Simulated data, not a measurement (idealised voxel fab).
process module | voxel quadruple lines
cross-section cut | 230 nm wide | cells 5 nm
A cross-section is a grid of square cells, given in bands from the top down. A band is one or more rows of cells.
Each band's line starts with the height of the band's top and of its bottom, in nm. Then come its materials from left to right, each with its width in nm. One material with "throughout" fills the band from edge to edge. "air" is empty space.
Height 0 is the level under which the wafer as received is all one material. The lowest band goes on downwards, as in "0 down".
A width such as "30 to 40" changes by the same amount from each row of cells to the next, from the band's top row to its bottom row.
"no change" after a step means that no cell of the cross-section changed.
closed voids: empty space of 8 cells or more with no open way to the top, each as width x height at its distance from the left edge, in nm
after a step's settings: what the simulator itself notes on the step
overlay nm, on a step with a mask: how far to the right of its planned place the mask lay; to the left if negative
plan
1 op RECEIVE | material Si
2 op CONFORMAL_DEP | material SiO2 | thk nm 5
3 op DIRECTIONAL_DEP | material W | thk nm 15
4 op DIRECTIONAL_DEP | material polySi | thk nm 20
5 op DIRECTIONAL_DEP | material aC | thk nm 20
6 op PATTERN | tone cover | mask id MANDREL | material resist | width nm 30 | pitch nm 80 | thk nm 25 | overlay nm 0
7 op DIRECTIONAL_ETCH | etch materials aC | depth nm 20
8 op STRIP | etch materials resist
9 op CONFORMAL_DEP | material SiO2 | thk nm 10
10 op DIRECTIONAL_ETCH | etch materials SiO2 | depth nm 10
11 op STRIP | etch materials aC
12 op DIRECTIONAL_ETCH | etch materials polySi | depth nm 20
13 op STRIP | etch materials SiO2
14 op CONFORMAL_DEP | material SiCN | thk nm 10
15 op DIRECTIONAL_ETCH | etch materials SiCN | depth nm 10
16 op STRIP | etch materials polySi
17 op DIRECTIONAL_ETCH | etch materials W | depth nm 15
18 op STRIP | etch materials SiCN
19 op FILL_DEP | material SiO2 | thk nm 5
20 op CMP | height nm 20
as received, after step 1
  0 down: Si throughout
  closed voids: none
first wafer at the end, as planned
  20 to 5: SiO2 40 | W 10 | SiO2 10 | W 10 | SiO2 10 | W 10 | SiO2 10 | W 10 | SiO2 10 | W 10 | SiO2 10 | W 10 | SiO2 10 | W 10 | SiO2 10 | W 10 | SiO2 40
  5 to 0: SiO2 throughout
  0 down: Si throughout
  closed voids: none
second wafer at the end: like start, like plan, one mistake
  20 to 5: SiO2 35 | W 10 | SiO2 10 | W 10 | SiO2 20 | W 10 | SiO2 10 | W 20 | SiO2 10 | W 10 | SiO2 20 | W 10 | SiO2 10 | W 10 | SiO2 35
  5 to 0: SiO2 throughout
  0 down: Si throughout
  closed voids: none
what went wrong: step 6 ran as: op PATTERN | tone cover | mask id MANDREL | material resist | width nm 40 | pitch nm 80 | thk nm 25 | overlay nm 0
at the end the second wafer has, in cells: as many of each material as the first, in other places
